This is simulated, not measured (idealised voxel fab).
process module | voxel transistor to metal
cross-section cut | 265 nm wide | cells 5 nm
A cross-section is a grid of square cells, given in bands from the top down. A band is one or more rows of cells.
Each band's line starts with the height of the band's top and of its bottom, in nm. Then come its materials from left to right, each with its width in nm. One material with "throughout" fills the band from edge to edge. "air" is empty space.
Height 0 is the level under which the wafer as received is all one material. The lowest band goes on downwards, as in "0 down".
A width such as "30 to 40" changes by the same amount from each row of cells to the next, from the band's top row to its bottom row.
"no change" after a step means that no cell of the cross-section changed.
closed voids: empty space of 8 cells or more with no open way to the top, each as width x height at its distance from the left edge, in nm
after a step's settings: what the simulator itself notes on the step
overlay nm, on a step with a mask: how far to the right of its planned place the mask lay; to the left if negative
Each pair below shows a cross-section before one step and the cross-section after it, down to the lowest band that changed. The line under each pair gives the step between them, with its settings. The pairs can come from different runs of this module on the same starting wafer, so a pair continues from the pair above only where its "before" says so.
before
  50 to 35: SiO2 throughout
  35 to 20: SiO2 45 | SiN 5 | SiO2 5 | SiCN 25 | SiO2 5 | SiN 5 | SiO2 80 | SiN 5 | SiO2 5 | SiCN 25 | SiO2 5 | SiN 5 | SiO2 50
  20 to 15: SiO2 45 | SiN 5 | SiO2 5 | polySi 25 | SiO2 5 | SiN 5 | SiO2 80 | SiN 5 | SiO2 5 | polySi 25 | SiO2 5 | SiN 5 | SiO2 50
  15 to 5: SiO2 25 | pSi 20 | SiN 5 | SiO2 5 | polySi 25 | SiO2 5 | SiN 5 | pSi 20 | SiO2 40 | pSi 20 | SiN 5 | SiO2 5 | polySi 25 | SiO2 5 | SiN 5 | pSi 20 | SiO2 30
  5 to 0: SiO2 15 | SiN 5 | SiO2 5 | pSi 20 | SiN 5 | SiO2 5 | polySi 25 | SiO2 5 | SiN 5 | pSi 20 | SiO2 5 | SiN 5 | SiO2 20 | SiN 5 | SiO2 5 | pSi 20 | SiN 5 | SiO2 5 | polySi 25 | SiO2 5 | SiN 5 | pSi 20 | SiO2 5 | SiN 5 | SiO2 20
  0 to -5: SiO2 20 | pSi 25 | SiO2 45 | pSi 25 | SiO2 30 | pSi 25 | SiO2 45 | pSi 25 | SiO2 25
  -5 to -20: SiO2 20 | pSi 25 | Si 45 | pSi 25 | SiO2 30 | pSi 25 | Si 45 | pSi 25 | SiO2 25
  -20 to -75: SiO2 20 | Si 95 | SiO2 30 | Si 95 | SiO2 25
  -75 down: Si throughout
  closed voids: none
after
  50 to 35: SiO2 20 | air 30 | SiO2 35 | air 30 | SiO2 30 | air 30 | SiO2 35 | air 30 | SiO2 25
  35 to 20: SiO2 20 | air 25 | SiN 5 | SiO2 5 | SiCN 25 | SiO2 5 | SiN 5 | air 25 | SiO2 30 | air 25 | SiN 5 | SiO2 5 | SiCN 25 | SiO2 5 | SiN 5 | air 25 | SiO2 25
  20 to 15: SiO2 20 | air 25 | SiN 5 | SiO2 5 | polySi 25 | SiO2 5 | SiN 5 | air 25 | SiO2 30 | air 25 | SiN 5 | SiO2 5 | polySi 25 | SiO2 5 | SiN 5 | air 25 | SiO2 25
  15 to 5: SiO2 20 | air 5 | pSi 20 | SiN 5 | SiO2 5 | polySi 25 | SiO2 5 | SiN 5 | pSi 20 | air 5 | SiO2 30 | air 5 | pSi 20 | SiN 5 | SiO2 5 | polySi 25 | SiO2 5 | SiN 5 | pSi 20 | air 5 | SiO2 25
  5 to 0: SiO2 15 | SiN 5 | air 5 | pSi 20 | SiN 5 | SiO2 5 | polySi 25 | SiO2 5 | SiN 5 | pSi 20 | air 5 | SiN 5 | SiO2 20 | SiN 5 | air 5 | pSi 20 | SiN 5 | SiO2 5 | polySi 25 | SiO2 5 | SiN 5 | pSi 20 | air 5 | SiN 5 | SiO2 20
  below 0: unchanged
  closed voids: none
the step between: op MASKED_ETCH | tone open | mask id CONTACT | width nm 30 | etch materials SiO2 | depth nm 50 | overlay nm 0
before: the cross-section after the pair above
after
  55 to 50: TiN 25 | air 20 | TiN 45 | air 20 | TiN 40 | air 20 | TiN 45 | air 20 | TiN 30
  50 to 40: SiO2 20 | TiN 5 | air 20 | TiN 5 | SiO2 35 | TiN 5 | air 20 | TiN 5 | SiO2 30 | TiN 5 | air 20 | TiN 5 | SiO2 35 | TiN 5 | air 20 | TiN 5 | SiO2 25
  40 to 35: SiO2 20 | TiN 5 | air 15 | TiN 10 | SiO2 35 | TiN 10 | air 15 | TiN 5 | SiO2 30 | TiN 5 | air 15 | TiN 10 | SiO2 35 | TiN 10 | air 15 | TiN 5 | SiO2 25
  35 to 20: SiO2 20 | TiN 5 | air 15 | TiN 5 | SiN 5 | SiO2 5 | SiCN 25 | SiO2 5 | SiN 5 | TiN 5 | air 15 | TiN 5 | SiO2 30 | TiN 5 | air 15 | TiN 5 | SiN 5 | SiO2 5 | SiCN 25 | SiO2 5 | SiN 5 | TiN 5 | air 15 | TiN 5 | SiO2 25
  20 to 15: SiO2 20 | TiN 25 | SiN 5 | SiO2 5 | polySi 25 | SiO2 5 | SiN 5 | TiN 25 | SiO2 30 | TiN 25 | SiN 5 | SiO2 5 | polySi 25 | SiO2 5 | SiN 5 | TiN 25 | SiO2 25
  15 to 5: SiO2 20 | TiN 5 | pSi 20 | SiN 5 | SiO2 5 | polySi 25 | SiO2 5 | SiN 5 | pSi 20 | TiN 5 | SiO2 30 | TiN 5 | pSi 20 | SiN 5 | SiO2 5 | polySi 25 | SiO2 5 | SiN 5 | pSi 20 | TiN 5 | SiO2 25
  5 to 0: SiO2 15 | SiN 5 | TiN 5 | pSi 20 | SiN 5 | SiO2 5 | polySi 25 | SiO2 5 | SiN 5 | pSi 20 | TiN 5 | SiN 5 | SiO2 20 | SiN 5 | TiN 5 | pSi 20 | SiN 5 | SiO2 5 | polySi 25 | SiO2 5 | SiN 5 | pSi 20 | TiN 5 | SiN 5 | SiO2 20
  below 0: unchanged
  closed voids: none
the step between: op CONFORMAL_DEP | material TiN | thk nm 5
before: the cross-section after the pair above
after
  60 to 55: W throughout
  55 to 50: TiN 25 | W 20 | TiN 45 | W 20 | TiN 40 | W 20 | TiN 45 | W 20 | TiN 30
  50 to 40: SiO2 20 | TiN 5 | W 20 | TiN 5 | SiO2 35 | TiN 5 | W 20 | TiN 5 | SiO2 30 | TiN 5 | W 20 | TiN 5 | SiO2 35 | TiN 5 | W 20 | TiN 5 | SiO2 25
  40 to 35: SiO2 20 | TiN 5 | W 15 | TiN 10 | SiO2 35 | TiN 10 | W 15 | TiN 5 | SiO2 30 | TiN 5 | W 15 | TiN 10 | SiO2 35 | TiN 10 | W 15 | TiN 5 | SiO2 25
  35 to 20: SiO2 20 | TiN 5 | W 15 | TiN 5 | SiN 5 | SiO2 5 | SiCN 25 | SiO2 5 | SiN 5 | TiN 5 | W 15 | TiN 5 | SiO2 30 | TiN 5 | W 15 | TiN 5 | SiN 5 | SiO2 5 | SiCN 25 | SiO2 5 | SiN 5 | TiN 5 | W 15 | TiN 5 | SiO2 25
  below 20: unchanged
  closed voids: none
the step between: op FILL_DEP | material W | thk nm 5
before: the cross-section after the pair above
after
  50 to 40: SiO2 20 | TiN 5 | W 20 | TiN 5 | SiO2 35 | TiN 5 | W 20 | TiN 5 | SiO2 30 | TiN 5 | W 20 | TiN 5 | SiO2 35 | TiN 5 | W 20 | TiN 5 | SiO2 25
  below 40: unchanged
  closed voids: none
the step between: op CMP | height nm 50
before: the cross-section after the pair above
after
  55 to 50: SiCN throughout
  below 50: unchanged
  closed voids: none
the step between: op CONFORMAL_DEP | material SiCN | thk nm 5
before: the cross-section after the pair above
after
  75 to 55: lowk throughout
  below 55: unchanged
  closed voids: none
the step between: op DIRECTIONAL_DEP | material lowk | thk nm 20
before: the cross-section after the pair above
after
  75 to 55: lowk 20 | air 20 | lowk 55 | air 20 | lowk 30 | air 20 | lowk 55 | air 20 | lowk 25
  below 55: unchanged
  closed voids: none
the step between: op MASKED_ETCH | tone open | mask id METAL_1 | width nm 20 | etch materials lowk | depth nm 20 | overlay nm 0
before: the cross-section after the pair above
after
  75 to 55: lowk 20 | air 20 | lowk 55 | air 20 | lowk 30 | air 20 | lowk 55 | air 20 | lowk 25
  55 to 50: SiCN 20 | air 20 | SiCN 55 | air 20 | SiCN 30 | air 20 | SiCN 55 | air 20 | SiCN 25
  below 50: unchanged
  closed voids: none
the step between: op MASKED_ETCH | tone open | mask id METAL_1 | width nm 20 | etch materials SiCN | depth nm 5 | overlay nm 0
before: the cross-section after the pair above
after
  80 to 75: TiN 25 | air 10 | TiN 65 | air 10 | TiN 40 | air 10 | TiN 65 | air 10 | TiN 30
  75 to 55: lowk 20 | TiN 5 | air 10 | TiN 5 | lowk 55 | TiN 5 | air 10 | TiN 5 | lowk 30 | TiN 5 | air 10 | TiN 5 | lowk 55 | TiN 5 | air 10 | TiN 5 | lowk 25
  55 to 50: SiCN 20 | TiN 20 | SiCN 55 | TiN 20 | SiCN 30 | TiN 20 | SiCN 55 | TiN 20 | SiCN 25
  below 50: unchanged
  closed voids: none
the step between: op CONFORMAL_DEP | material TiN | thk nm 5
before: the cross-section after the pair above
after
  85 to 80: Cu throughout
  80 to 75: TiN 25 | Cu 10 | TiN 65 | Cu 10 | TiN 40 | Cu 10 | TiN 65 | Cu 10 | TiN 30
  75 to 55: lowk 20 | TiN 5 | Cu 10 | TiN 5 | lowk 55 | TiN 5 | Cu 10 | TiN 5 | lowk 30 | TiN 5 | Cu 10 | TiN 5 | lowk 55 | TiN 5 | Cu 10 | TiN 5 | lowk 25
  below 55: unchanged
  closed voids: none
the step between: op FILL_DEP | material Cu | thk nm 5
before: the cross-section after the pair above
after
  75 to 55: lowk 20 | TiN 5 | Cu 10 | TiN 5 | lowk 55 | TiN 5 | Cu 10 | TiN 5 | lowk 30 | TiN 5 | Cu 10 | TiN 5 | lowk 55 | TiN 5 | Cu 10 | TiN 5 | lowk 25
  below 55: unchanged
  closed voids: none
the step between: op CMP | height nm 75
before: the cross-section after the pair above
after
  80 to 75: SiCN throughout
  below 75: unchanged
  closed voids: none
the step between: op CONFORMAL_DEP | material SiCN | thk nm 5
before: the cross-section after the pair above
after
  115 to 80: lowk throughout
  below 80: unchanged
  closed voids: none
the step between: op DIRECTIONAL_DEP | material lowk | thk nm 35
before: the cross-section after the pair above
after
  130 to 115: resist 20 | air 15 | resist 110 | air 15 | resist 105
  below 115: unchanged
  closed voids: none
the step between: op PATTERN | tone open | mask id METAL_2_HOLES | material resist | width nm 15 | pitch nm 125 | thk nm 15 | overlay nm 0
before: the cross-section after the pair above
after
  130 to 115: resist 20 | air 15 | resist 110 | air 15 | resist 105
  115 to 80: lowk 20 | air 15 | lowk 110 | air 15 | lowk 105
  below 80: unchanged
  closed voids: none
the step between: op DIRECTIONAL_ETCH | etch materials lowk | depth nm 35
before: the cross-section after the pair above
after
  115 to 80: lowk 20 | air 15 | lowk 110 | air 15 | lowk 105
  below 80: unchanged
  closed voids: none
the step between: op STRIP | etch materials resist
before: the cross-section after the pair above
after
  125 to 115: aC 20 | air 15 | aC 110 | air 15 | aC 105
  115 to 90: lowk 20 | air 15 | lowk 110 | air 15 | lowk 105
  90 to 80: lowk 20 | aC 15 | lowk 110 | aC 15 | lowk 105
  below 80: unchanged
  closed voids: none
the step between: op DIRECTIONAL_DEP | material aC | thk nm 10
before: the cross-section after the pair above
after
  150 to 125: resist 20 | air 20 | resist 105 | air 20 | resist 100
  below 125: unchanged
  closed voids: none
the step between: op PATTERN | tone open | mask id METAL_2 | material resist | width nm 20 | pitch nm 125 | thk nm 25 | overlay nm 0
before: the cross-section after the pair above
after
  140 to 125: resist 20 | air 20 | resist 105 | air 20 | resist 100
  125 to 115: aC 20 | air 20 | aC 105 | air 20 | aC 100
  115 to 80: lowk 20 | air 15 | lowk 110 | air 15 | lowk 105
  below 80: unchanged
  closed voids: none
the step between: op DIRECTIONAL_ETCH | etch materials aC | depth nm 10
before: the cross-section after the pair above
after
  125 to 115: aC 20 | air 20 | aC 105 | air 20 | aC 100
  below 115: unchanged
  closed voids: none
the step between: op STRIP | etch materials resist
before: the cross-section after the pair above
after
  125 to 115: aC 20 | air 20 | aC 105 | air 20 | aC 100
  115 to 95: lowk 20 | air 20 | lowk 105 | air 20 | lowk 100
  below 95: unchanged
  closed voids: none
the step between: op DIRECTIONAL_ETCH | etch materials lowk | depth nm 20
before: the cross-section after the pair above
after
  125 to 115: aC 20 | air 20 | aC 105 | air 20 | aC 100
  115 to 95: lowk 20 | air 20 | lowk 105 | air 20 | lowk 100
  95 to 80: lowk 20 | air 15 | lowk 110 | air 15 | lowk 105
  80 to 75: SiCN 20 | air 15 | SiCN 110 | air 15 | SiCN 105
  below 75: unchanged
  closed voids: none
the step between: op DIRECTIONAL_ETCH | etch materials SiCN | depth nm 5
before: the cross-section after the pair above
after
  115 to 95: lowk 20 | air 20 | lowk 105 | air 20 | lowk 100
  below 95: unchanged
  closed voids: none
the step between: op STRIP | etch materials aC
before: the cross-section after the pair above
after
  120 to 115: TiN 25 | air 10 | TiN 115 | air 10 | TiN 105
  115 to 100: lowk 20 | TiN 5 | air 10 | TiN 5 | lowk 105 | TiN 5 | air 10 | TiN 5 | lowk 100
  100 to 95: lowk 20 | TiN 5 | air 5 | TiN 10 | lowk 105 | TiN 5 | air 5 | TiN 10 | lowk 100
  95 to 80: lowk 20 | TiN 5 | air 5 | TiN 5 | lowk 110 | TiN 5 | air 5 | TiN 5 | lowk 105
  80 to 75: SiCN 20 | TiN 15 | SiCN 110 | TiN 15 | SiCN 105
  below 75: unchanged
  closed voids: none
the step between: op CONFORMAL_DEP | material TiN | thk nm 5
before: the cross-section after the pair above
after
  130 to 120: Cu throughout
  120 to 115: TiN 25 | Cu 10 | TiN 115 | Cu 10 | TiN 105
  115 to 100: lowk 20 | TiN 5 | Cu 10 | TiN 5 | lowk 105 | TiN 5 | Cu 10 | TiN 5 | lowk 100
  100 to 95: lowk 20 | TiN 5 | Cu 5 | TiN 10 | lowk 105 | TiN 5 | Cu 5 | TiN 10 | lowk 100
  95 to 80: lowk 20 | TiN 5 | Cu 5 | TiN 5 | lowk 110 | TiN 5 | Cu 5 | TiN 5 | lowk 105
  below 80: unchanged
  closed voids: none
the step between: op FILL_DEP | material Cu | thk nm 10
before: the cross-section after the pair above
after
  115 to 100: lowk 20 | TiN 5 | Cu 10 | TiN 5 | lowk 105 | TiN 5 | Cu 10 | TiN 5 | lowk 100
  below 100: unchanged
  closed voids: none
the step between: op CMP | height nm 115
before: the cross-section after the pair above
after
  120 to 115: SiN throughout
  below 115: unchanged
  closed voids: none
the step between: op CONFORMAL_DEP | material SiN | thk nm 5
before
  50 to 40: SiO2 20 | TiN 5 | W 20 | TiN 5 | SiO2 35 | TiN 5 | W 20 | TiN 5 | SiO2 30 | TiN 5 | W 20 | TiN 5 | SiO2 35 | TiN 5 | W 20 | TiN 5 | SiO2 25
  40 to 35: SiO2 20 | TiN 5 | W 15 | TiN 10 | SiO2 35 | TiN 10 | W 15 | TiN 5 | SiO2 30 | TiN 5 | W 15 | TiN 10 | SiO2 35 | TiN 10 | W 15 | TiN 5 | SiO2 25
  35 to 20: SiO2 20 | TiN 5 | W 15 | TiN 5 | SiN 5 | SiO2 5 | SiCN 25 | SiO2 5 | SiN 5 | TiN 5 | W 15 | TiN 5 | SiO2 30 | TiN 5 | W 15 | TiN 5 | SiN 5 | SiO2 5 | SiCN 25 | SiO2 5 | SiN 5 | TiN 5 | W 15 | TiN 5 | SiO2 25
  20 to 15: SiO2 20 | TiN 25 | SiN 5 | SiO2 5 | polySi 25 | SiO2 5 | SiN 5 | TiN 25 | SiO2 30 | TiN 25 | SiN 5 | SiO2 5 | polySi 25 | SiO2 5 | SiN 5 | TiN 25 | SiO2 25
  15 to 5: SiO2 20 | TiN 5 | pSi 20 | SiN 5 | SiO2 5 | polySi 25 | SiO2 5 | SiN 5 | pSi 20 | TiN 5 | SiO2 30 | TiN 5 | pSi 20 | SiN 5 | SiO2 5 | polySi 25 | SiO2 5 | SiN 5 | pSi 20 | TiN 5 | SiO2 25
  5 to 0: SiO2 15 | SiN 5 | TiN 5 | pSi 20 | SiN 5 | SiO2 5 | polySi 25 | SiO2 5 | SiN 5 | pSi 20 | TiN 5 | SiN 5 | SiO2 20 | SiN 5 | TiN 5 | pSi 20 | SiN 5 | SiO2 5 | polySi 25 | SiO2 5 | SiN 5 | pSi 20 | TiN 5 | SiN 5 | SiO2 20
  0 to -5: SiO2 20 | pSi 25 | SiO2 45 | pSi 25 | SiO2 30 | pSi 25 | SiO2 45 | pSi 25 | SiO2 25
  -5 to -20: SiO2 20 | pSi 25 | Si 45 | pSi 25 | SiO2 30 | pSi 25 | Si 45 | pSi 25 | SiO2 25
  -20 to -40: SiO2 20 | Si 95 | SiO2 30 | Si 95 | SiO2 25
  -40 down: Si throughout
  closed voids: none
after
  70 to 50: lowk throughout
  below 50: unchanged
  closed voids: none
the step between: op DIRECTIONAL_DEP | material lowk | thk nm 20
before: the cross-section after the pair above
after
  75 to 70: SiCN throughout
  below 70: unchanged
  closed voids: none
the step between: op CONFORMAL_DEP | material SiCN | thk nm 5
before: the cross-section after the pair above
after
  75 to 70: SiCN 20 | air 20 | SiCN 55 | air 20 | SiCN 30 | air 20 | SiCN 55 | air 20 | SiCN 25
  below 70: unchanged
  closed voids: none
the step between: op MASKED_ETCH | tone open | mask id METAL_1 | width nm 20 | etch materials SiCN | depth nm 5 | overlay nm 0
before: the cross-section after the pair above
after
  80 to 75: TiN 25 | air 10 | TiN 65 | air 10 | TiN 40 | air 10 | TiN 65 | air 10 | TiN 30
  75 to 70: SiCN 20 | TiN 20 | SiCN 55 | TiN 20 | SiCN 30 | TiN 20 | SiCN 55 | TiN 20 | SiCN 25
  below 70: unchanged
  closed voids: none
the step between: op CONFORMAL_DEP | material TiN | thk nm 5
before: the cross-section after the pair above
after
  85 to 80: Cu throughout
  80 to 75: TiN 25 | Cu 10 | TiN 65 | Cu 10 | TiN 40 | Cu 10 | TiN 65 | Cu 10 | TiN 30
  below 75: unchanged
  closed voids: none
the step between: op FILL_DEP | material Cu | thk nm 5
before: the cross-section after the pair above
after
  75 to 70: SiCN 20 | TiN 20 | SiCN 55 | TiN 20 | SiCN 30 | TiN 20 | SiCN 55 | TiN 20 | SiCN 25
  below 70: unchanged
  closed voids: none
the step between: op CMP | height nm 75
before: the cross-section after the pair above
after
  80 to 75: SiCN throughout
  below 75: unchanged
  closed voids: none
the step between: op CONFORMAL_DEP | material SiCN | thk nm 5
before: the cross-section after the pair above
after
  115 to 80: lowk throughout
  below 80: unchanged
  closed voids: none
the step between: op DIRECTIONAL_DEP | material lowk | thk nm 35
before: the cross-section after the pair above
after
  130 to 115: resist 20 | air 15 | resist 110 | air 15 | resist 105
  below 115: unchanged
  closed voids: none
the step between: op PATTERN | tone open | mask id METAL_2_HOLES | material resist | width nm 15 | pitch nm 125 | thk nm 15 | overlay nm 0
before: the cross-section after the pair above
after
  130 to 115: resist 20 | air 15 | resist 110 | air 15 | resist 105
  115 to 80: lowk 20 | air 15 | lowk 110 | air 15 | lowk 105
  below 80: unchanged
  closed voids: none
the step between: op DIRECTIONAL_ETCH | etch materials lowk | depth nm 35
before: the cross-section after the pair above
after
  115 to 80: lowk 20 | air 15 | lowk 110 | air 15 | lowk 105
  below 80: unchanged
  closed voids: none
the step between: op STRIP | etch materials resist
before: the cross-section after the pair above
after
  125 to 115: aC 20 | air 15 | aC 110 | air 15 | aC 105
  115 to 90: lowk 20 | air 15 | lowk 110 | air 15 | lowk 105
  90 to 80: lowk 20 | aC 15 | lowk 110 | aC 15 | lowk 105
  below 80: unchanged
  closed voids: none
the step between: op DIRECTIONAL_DEP | material aC | thk nm 10
before: the cross-section after the pair above
after
  150 to 125: resist 20 | air 20 | resist 105 | air 20 | resist 100
  below 125: unchanged
  closed voids: none
the step between: op PATTERN | tone open | mask id METAL_2 | material resist | width nm 20 | pitch nm 125 | thk nm 25 | overlay nm 0
before: the cross-section after the pair above
after
  140 to 125: resist 20 | air 20 | resist 105 | air 20 | resist 100
  125 to 115: aC 20 | air 20 | aC 105 | air 20 | aC 100
  115 to 80: lowk 20 | air 15 | lowk 110 | air 15 | lowk 105
  below 80: unchanged
  closed voids: none
the step between: op DIRECTIONAL_ETCH | etch materials aC | depth nm 10
before: the cross-section after the pair above
after
  125 to 115: aC 20 | air 20 | aC 105 | air 20 | aC 100
  below 115: unchanged
  closed voids: none
the step between: op STRIP | etch materials resist
before: the cross-section after the pair above
after
  125 to 115: aC 20 | air 20 | aC 105 | air 20 | aC 100
  115 to 95: lowk 20 | air 20 | lowk 105 | air 20 | lowk 100
  below 95: unchanged
  closed voids: none
the step between: op DIRECTIONAL_ETCH | etch materials lowk | depth nm 20
before: the cross-section after the pair above
after
  125 to 115: aC 20 | air 20 | aC 105 | air 20 | aC 100
  115 to 95: lowk 20 | air 20 | lowk 105 | air 20 | lowk 100
  95 to 80: lowk 20 | air 15 | lowk 110 | air 15 | lowk 105
  80 to 75: SiCN 20 | air 15 | SiCN 110 | air 15 | SiCN 105
  below 75: unchanged
  closed voids: none
the step between: op DIRECTIONAL_ETCH | etch materials SiCN | depth nm 5
before: the cross-section after the pair above
after
  115 to 95: lowk 20 | air 20 | lowk 105 | air 20 | lowk 100
  below 95: unchanged
  closed voids: none
the step between: op STRIP | etch materials aC
before: the cross-section after the pair above
after
  120 to 115: TiN 25 | air 10 | TiN 115 | air 10 | TiN 105
  115 to 100: lowk 20 | TiN 5 | air 10 | TiN 5 | lowk 105 | TiN 5 | air 10 | TiN 5 | lowk 100
  100 to 95: lowk 20 | TiN 5 | air 5 | TiN 10 | lowk 105 | TiN 5 | air 5 | TiN 10 | lowk 100
  95 to 80: lowk 20 | TiN 5 | air 5 | TiN 5 | lowk 110 | TiN 5 | air 5 | TiN 5 | lowk 105
  80 to 75: SiCN 20 | TiN 15 | SiCN 110 | TiN 15 | SiCN 105
  below 75: unchanged
  closed voids: none
the step between: op CONFORMAL_DEP | material TiN | thk nm 5
before: the cross-section after the pair above
after
  130 to 120: Cu throughout
  120 to 115: TiN 25 | Cu 10 | TiN 115 | Cu 10 | TiN 105
  115 to 100: lowk 20 | TiN 5 | Cu 10 | TiN 5 | lowk 105 | TiN 5 | Cu 10 | TiN 5 | lowk 100
  100 to 95: lowk 20 | TiN 5 | Cu 5 | TiN 10 | lowk 105 | TiN 5 | Cu 5 | TiN 10 | lowk 100
  95 to 80: lowk 20 | TiN 5 | Cu 5 | TiN 5 | lowk 110 | TiN 5 | Cu 5 | TiN 5 | lowk 105
  below 80: unchanged
  closed voids: none
the step between: op FILL_DEP | material Cu | thk nm 10
before: the cross-section after the pair above
after
  115 to 100: lowk 20 | TiN 5 | Cu 10 | TiN 5 | lowk 105 | TiN 5 | Cu 10 | TiN 5 | lowk 100
  below 100: unchanged
  closed voids: none
the step between: op CMP | height nm 115
before: the cross-section after the pair above
after
  120 to 115: SiN throughout
  below 115: unchanged
  closed voids: none
the step between: op CONFORMAL_DEP | material SiN | thk nm 5
before
  80 to 75: SiCN throughout
  75 to 55: lowk 20 | TiN 5 | Cu 10 | TiN 5 | lowk 55 | TiN 5 | Cu 10 | TiN 5 | lowk 30 | TiN 5 | Cu 10 | TiN 5 | lowk 55 | TiN 5 | Cu 10 | TiN 5 | lowk 25
  55 to 50: SiCN 20 | TiN 20 | SiCN 55 | TiN 20 | SiCN 30 | TiN 20 | SiCN 55 | TiN 20 | SiCN 25
  50 to 40: SiO2 20 | TiN 5 | W 20 | TiN 5 | SiO2 35 | TiN 5 | W 20 | TiN 5 | SiO2 30 | TiN 5 | W 20 | TiN 5 | SiO2 35 | TiN 5 | W 20 | TiN 5 | SiO2 25
  40 to 35: SiO2 20 | TiN 5 | W 15 | TiN 10 | SiO2 35 | TiN 10 | W 15 | TiN 5 | SiO2 30 | TiN 5 | W 15 | TiN 10 | SiO2 35 | TiN 10 | W 15 | TiN 5 | SiO2 25
  35 to 20: SiO2 20 | TiN 5 | W 15 | TiN 5 | SiN 5 | SiO2 5 | SiCN 25 | SiO2 5 | SiN 5 | TiN 5 | W 15 | TiN 5 | SiO2 30 | TiN 5 | W 15 | TiN 5 | SiN 5 | SiO2 5 | SiCN 25 | SiO2 5 | SiN 5 | TiN 5 | W 15 | TiN 5 | SiO2 25
  20 to 15: SiO2 20 | TiN 25 | SiN 5 | SiO2 5 | polySi 25 | SiO2 5 | SiN 5 | TiN 25 | SiO2 30 | TiN 25 | SiN 5 | SiO2 5 | polySi 25 | SiO2 5 | SiN 5 | TiN 25 | SiO2 25
  15 to 5: SiO2 20 | TiN 5 | pSi 20 | SiN 5 | SiO2 5 | polySi 25 | SiO2 5 | SiN 5 | pSi 20 | TiN 5 | SiO2 30 | TiN 5 | pSi 20 | SiN 5 | SiO2 5 | polySi 25 | SiO2 5 | SiN 5 | pSi 20 | TiN 5 | SiO2 25
  5 to 0: SiO2 15 | SiN 5 | TiN 5 | pSi 20 | SiN 5 | SiO2 5 | polySi 25 | SiO2 5 | SiN 5 | pSi 20 | TiN 5 | SiN 5 | SiO2 20 | SiN 5 | TiN 5 | pSi 20 | SiN 5 | SiO2 5 | polySi 25 | SiO2 5 | SiN 5 | pSi 20 | TiN 5 | SiN 5 | SiO2 20
  0 to -5: SiO2 20 | pSi 25 | SiO2 45 | pSi 25 | SiO2 30 | pSi 25 | SiO2 45 | pSi 25 | SiO2 25
  -5 to -20: SiO2 20 | pSi 25 | Si 45 | pSi 25 | SiO2 30 | pSi 25 | Si 45 | pSi 25 | SiO2 25
  -20 to -40: SiO2 20 | Si 95 | SiO2 30 | Si 95 | SiO2 25
  -40 down: Si throughout
  closed voids: none
after
  105 to 80: lowk throughout
  below 80: unchanged
  closed voids: none
the step between: op DIRECTIONAL_DEP | material lowk | thk nm 25
before: the cross-section after the pair above
after
  120 to 105: resist 20 | air 15 | resist 110 | air 15 | resist 105
  below 105: unchanged
  closed voids: none
the step between: op PATTERN | tone open | mask id METAL_2_HOLES | material resist | width nm 15 | pitch nm 125 | thk nm 15 | overlay nm 0
before: the cross-section after the pair above
after
  120 to 105: resist 20 | air 15 | resist 110 | air 15 | resist 105
  105 to 80: lowk 20 | air 15 | lowk 110 | air 15 | lowk 105
  below 80: unchanged
  closed voids: none
the step between: op DIRECTIONAL_ETCH | etch materials lowk | depth nm 35
before: the cross-section after the pair above
after
  105 to 80: lowk 20 | air 15 | lowk 110 | air 15 | lowk 105
  below 80: unchanged
  closed voids: none
the step between: op STRIP | etch materials resist
before: the cross-section after the pair above
after
  115 to 105: aC 20 | air 15 | aC 110 | air 15 | aC 105
  105 to 90: lowk 20 | air 15 | lowk 110 | air 15 | lowk 105
  90 to 80: lowk 20 | aC 15 | lowk 110 | aC 15 | lowk 105
  below 80: unchanged
  closed voids: none
the step between: op DIRECTIONAL_DEP | material aC | thk nm 10
before: the cross-section after the pair above
after
  140 to 115: resist 20 | air 20 | resist 105 | air 20 | resist 100
  below 115: unchanged
  closed voids: none
the step between: op PATTERN | tone open | mask id METAL_2 | material resist | width nm 20 | pitch nm 125 | thk nm 25 | overlay nm 0
before: the cross-section after the pair above
after
  130 to 115: resist 20 | air 20 | resist 105 | air 20 | resist 100
  115 to 105: aC 20 | air 20 | aC 105 | air 20 | aC 100
  105 to 80: lowk 20 | air 15 | lowk 110 | air 15 | lowk 105
  below 80: unchanged
  closed voids: none
the step between: op DIRECTIONAL_ETCH | etch materials aC | depth nm 10
before: the cross-section after the pair above
after
  115 to 105: aC 20 | air 20 | aC 105 | air 20 | aC 100
  below 105: unchanged
  closed voids: none
the step between: op STRIP | etch materials resist
before: the cross-section after the pair above
after
  115 to 105: aC 20 | air 20 | aC 105 | air 20 | aC 100
  105 to 85: lowk 20 | air 20 | lowk 105 | air 20 | lowk 100
  below 85: unchanged
  closed voids: none
the step between: op DIRECTIONAL_ETCH | etch materials lowk | depth nm 20
before: the cross-section after the pair above
after
  115 to 105: aC 20 | air 20 | aC 105 | air 20 | aC 100
  105 to 85: lowk 20 | air 20 | lowk 105 | air 20 | lowk 100
  85 to 80: lowk 20 | air 15 | lowk 110 | air 15 | lowk 105
  80 to 75: SiCN 20 | air 15 | SiCN 110 | air 15 | SiCN 105
  below 75: unchanged
  closed voids: none
the step between: op DIRECTIONAL_ETCH | etch materials SiCN | depth nm 5
before: the cross-section after the pair above
after
  105 to 85: lowk 20 | air 20 | lowk 105 | air 20 | lowk 100
  below 85: unchanged
  closed voids: none
the step between: op STRIP | etch materials aC
before: the cross-section after the pair above
after
  110 to 105: TiN 25 | air 10 | TiN 115 | air 10 | TiN 105
  105 to 90: lowk 20 | TiN 5 | air 10 | TiN 5 | lowk 105 | TiN 5 | air 10 | TiN 5 | lowk 100
  90 to 80: lowk 20 | TiN 5 | air 5 | TiN 10 to 5 | lowk 105 to 110 | TiN 5 | air 5 | TiN 10 to 5 | lowk 100 to 105
  80 to 75: SiCN 20 | TiN 15 | SiCN 110 | TiN 15 | SiCN 105
  below 75: unchanged
  closed voids: none
the step between: op CONFORMAL_DEP | material TiN | thk nm 5
before: the cross-section after the pair above
after
  120 to 110: Cu throughout
  110 to 105: TiN 25 | Cu 10 | TiN 115 | Cu 10 | TiN 105
  105 to 90: lowk 20 | TiN 5 | Cu 10 | TiN 5 | lowk 105 | TiN 5 | Cu 10 | TiN 5 | lowk 100
  90 to 80: lowk 20 | TiN 5 | Cu 5 | TiN 10 to 5 | lowk 105 to 110 | TiN 5 | Cu 5 | TiN 10 to 5 | lowk 100 to 105
  below 80: unchanged
  closed voids: none
the step between: op FILL_DEP | material Cu | thk nm 10
before: the cross-section after the pair above
after
  115 to 110: Cu throughout
  below 110: unchanged
  closed voids: none
the step between: op CMP | height nm 115
before: the cross-section after the pair above
after
  120 to 115: SiN throughout
  below 115: unchanged
  closed voids: none
the step between: op CONFORMAL_DEP | material SiN | thk nm 5
